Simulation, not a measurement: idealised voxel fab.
This is a process module. Its name is voxel double patterning.
The cross-section on display is named cut; it measures 290 nm wide, and its cells are 5 nm squares.
Heads up, the way a cross-section reads in here is a grid of square cells, handed over as bands from the top down, with every band being one or more rows of cells. Read a band's entry like this: the first values are the height of its top and the height of its bottom in nm, and what follows is the sequence of materials from left to right, each with its width in nm. Note that "empty" is empty space, and that a single material marked "everywhere" reaches across the band from edge to edge. Ref level 0: as-received wafer is one material below here. Bottom band extends down with no lower bound ("0 nm and below"). Graded width ("30..40"): value in top row of band = first number; value in bottom row = second number; row-to-row change constant. "changes: none" means the step left every cell of the cross-section as it was. Under "Closed void table" you'll find the enclosed gaps, the ones with no way out to the top, that are 8 cells or bigger; each reads width x height at distance, with distance counted from the left edge, everything in nm. Step line, after settings: the simulator's comment on this step. The setting "overlay nm" may be written on the line of a step. When the step uses a mask, the value reports how far to the right of the planned place the mask lay, and a negative value reports that it lay to the left.

[Process steps foreseen in the plan]
| 1 | RECEIVE: material Si |
| 2 | CONFORMAL_DEP: material SiO2, thk nm 5 |
| 3 | DIRECTIONAL_DEP: material TiN, thk nm 10 |
| 4 | DIRECTIONAL_DEP: material SiCN, thk nm 5 |
| 5 | MASKED_ETCH: tone open, mask id FIRST, width nm 15, pitch nm 50, etch materials SiCN, depth nm 5, overlay nm 0 |
| 6 | MASKED_ETCH: tone open, mask id SECOND, width nm 15, pitch nm 50, etch materials SiCN, depth nm 5, overlay nm 0 |
| 7 | DIRECTIONAL_ETCH: etch materials TiN, depth nm 10 |
| 8 | STRIP: etch materials SiCN |

[Shown in cross-section is the wafer as received, that is, as it stands after step 1]
0 nm and below  Si everywhere
Closed void table: none

[Starting structure and process plan are as shown above, but one mistake was made in running the module; the wafer cross-section at the end of the module follows]
15 nm to 10 nm  SiO2 everywhere
10 nm to 0 nm  TiN everywhere
0 nm and below  Si everywhere
Closed void table: none
what went wrong: step 3 occupied the plan position of step 2, and the converse holds as well
